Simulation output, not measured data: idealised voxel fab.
You're looking at the process module voxel transistor to metal.
Cross-sectional view cut (width: 180 nm; square cell size: 5 nm).
Bands, listed from the top down, are how a cross-section gets written in this document; the cross-section itself is a grid of square cells, and a band is one or more rows of them.
In this notation a band is specified by the heights of its top and bottom, in that order and in nm, after which its materials appear from left to right, each paired with its width in nm. The word "edge to edge" attached to a single material means that material fills the band from edge to edge; the word "empty" stands for empty space.
Height 0 is the level under which the wafer as received is all one material. The lowest band goes on downwards, as in "0..down".
Quick explanation for "30 to 40": the width changes in equal steps down the rows of cells, from the first number in the band's top row to the second number in its bottom row.
The designation "stayed the same", where it is given for a processing step, indicates that no cell of the cross-section was altered in the course of that step.
Each empty space that has no open way to the top and spans at least 8 cells appears under "Closed void register" as width x height at distance, the distance counted from the left edge, all in nm.
Anything after a step's settings on that line? It's the simulator's own note about the step.
The line of a step may include "overlay nm". On a step with a mask, this value is how far to the right of its planned place the mask lay. A negative value means the mask lay to the left.
[This section lists the process steps that were planned]
1: RECEIVE,material Si
2: CONFORMAL_DEP,material SiO2,thk nm 5
3: CONFORMAL_DEP,material SiN,thk nm 15
4: MASKED_ETCH,tone cover,mask id ACTIVE,width nm 100,etch materials SiN,depth nm 15,overlay nm 0
5: MASKED_ETCH,tone cover,mask id ACTIVE,width nm 100,etch materials SiO2,depth nm 5,overlay nm 0
6: MASKED_ETCH,tone cover,mask id ACTIVE,width nm 100,etch materials Si,depth nm 20,overlay nm 0
7: OXIDIZE,depth nm 5
8: FILL_DEP,material SiO2,thk nm 10
9: CMP,height nm 20
10: SELECTIVE_ETCH,etch materials SiO2,depth nm 10
11: STRIP,etch materials SiN
12: SELECTIVE_ETCH,etch materials SiO2,depth nm 5
13: OXIDIZE,depth nm 5
14: DIRECTIONAL_DEP,material polySi,thk nm 25
15: DIRECTIONAL_DEP,material SiCN,thk nm 10
16: DIRECTIONAL_DEP,material aC,thk nm 10
17: PATTERN,tone cover,mask id GATE,material resist,width nm 20,thk nm 30,overlay nm 0
18: DIRECTIONAL_ETCH,etch materials aC,depth nm 10
19: STRIP,etch materials resist
20: DIRECTIONAL_ETCH,etch materials SiCN,depth nm 20
21: DIRECTIONAL_ETCH,etch materials polySi,depth nm 35
22: STRIP,etch materials aC
23: CONFORMAL_DEP,material SiN,thk nm 10
24: DIRECTIONAL_ETCH,etch materials SiN,depth nm 10
25: DIRECTIONAL_ETCH,etch materials SiO2,depth nm 5
26: DIRECTIONAL_ETCH,etch materials Si,depth nm 10
27: EPI,material nSi,thk nm 10
28: FILL_DEP,material SiO2,thk nm 5
29: CMP,height nm 35
30: DIRECTIONAL_DEP,material SiO2,thk nm 15
31: MASKED_ETCH,tone open,mask id CONTACT,width nm 20,pitch nm 70,etch materials SiO2,depth nm 55,overlay nm 0
32: CONFORMAL_DEP,material TiN,thk nm 5
33: FILL_DEP,material W,thk nm 5
34: CMP,height nm 50
35: DIRECTIONAL_DEP,material TiN,thk nm 5
36: DIRECTIONAL_DEP,material Ru,thk nm 20
37: MASKED_ETCH,tone cover,mask id METAL_1,width nm 20,pitch nm 70,etch materials Ru,depth nm 20,overlay nm 0
38: MASKED_ETCH,tone cover,mask id METAL_1,width nm 20,pitch nm 70,etch materials TiN,depth nm 5,overlay nm 0
39: FILL_DEP,material lowk,thk nm 10
40: CMP,height nm 75
41: CONFORMAL_DEP,material SiCN,thk nm 5
42: DIRECTIONAL_DEP,material lowk,thk nm 30
43: DIRECTIONAL_DEP,material aC,thk nm 10
44: PATTERN,tone open,mask id METAL_2_HOLES,material resist,width nm 15,pitch nm 70,thk nm 30,overlay nm 0
45: DIRECTIONAL_ETCH,etch materials aC,depth nm 10
46: STRIP,etch materials resist
47: DIRECTIONAL_ETCH,etch materials lowk,depth nm 30
48: STRIP,etch materials aC
49: PATTERN,tone open,mask id METAL_2,material resist,width nm 20,pitch nm 70,thk nm 20,overlay nm 0
50: DIRECTIONAL_ETCH,etch materials lowk,depth nm 15
51: DIRECTIONAL_ETCH,etch materials SiCN,depth nm 5
52: STRIP,etch materials resist
53: CONFORMAL_DEP,material TiN,thk nm 5
54: FILL_DEP,material Ru,thk nm 5
55: CMP,height nm 110
56: CONFORMAL_DEP,material SiN,thk nm 5
[Received-state cross-section, reflecting completion of step 1]
* 0..down = Si edge to edge
* Closed void register: none
[End state of the module in cross-section, given the above starting point and plan and one mistake in execution]
* 115..110 = SiN edge to edge
* 110..100 = lowk (45), TiN (5), Ru (10), TiN (5), lowk (50), TiN (5), Ru (10), TiN (5), lowk (45)
* 100..95 = lowk (45), TiN (5), Ru (5), TiN (10), lowk (50), TiN (5), Ru (5), TiN (10), lowk (45)
* 95..80 = lowk (45), TiN (5), Ru (5), TiN (5), lowk (55), TiN (5), Ru (5), TiN (5), lowk (50)
* 80..75 = SiCN (45), TiN (15), SiCN (55), TiN (15), SiCN (50)
* 75..55 = lowk (45), Ru (20), lowk (50), Ru (20), lowk (45)
* 55..50 = lowk (45), TiN (20), lowk (50), TiN (20), lowk (45)
* 50..35 = SiO2 (45), TiN (5), W (10), TiN (5), SiO2 (50), TiN (5), W (10), TiN (5), SiO2 (45)
* 35..25 = SiO2 (45), TiN (5), W (10), TiN (5), SiO2 (5), SiN (10), SiCN (20), SiN (10), SiO2 (5), TiN (5), W (10), TiN (5), SiO2 (45)
* 25..10 = SiO2 (45), TiN (5), W (10), TiN (5), SiO2 (5), SiN (10), polySi (20), SiN (10), SiO2 (5), TiN (5), W (10), TiN (5), SiO2 (45)
* 10..5 = SiO2 (45), TiN (5), W (5), TiN (10), SiO2 (5), SiN (10), polySi (20), SiN (10), SiO2 (5), TiN (10), W (5), TiN (5), SiO2 (45)
* 5..0 = SiO2 (35), SiN (10), TiN (15), nSi (10), SiN (10), polySi (20), SiN (10), nSi (10), TiN (15), SiN (10), SiO2 (35)
* 0..-5 = SiO2 (35), SiN (10), nSi (25), SiO2 (40), nSi (25), SiN (10), SiO2 (35)
* -5..-10 = SiO2 (50), nSi (20), Si (40), nSi (20), SiO2 (50)
* -10..-15 = SiO2 (45), Si (5), nSi (20), Si (40), nSi (20), Si (5), SiO2 (45)
* -15..-25 = SiO2 (45), Si (90), SiO2 (45)
* -25..down = Si edge to edge
* Closed void register: none
Want to know what went wrong? step 2 was dropped from the plan's execution and never run
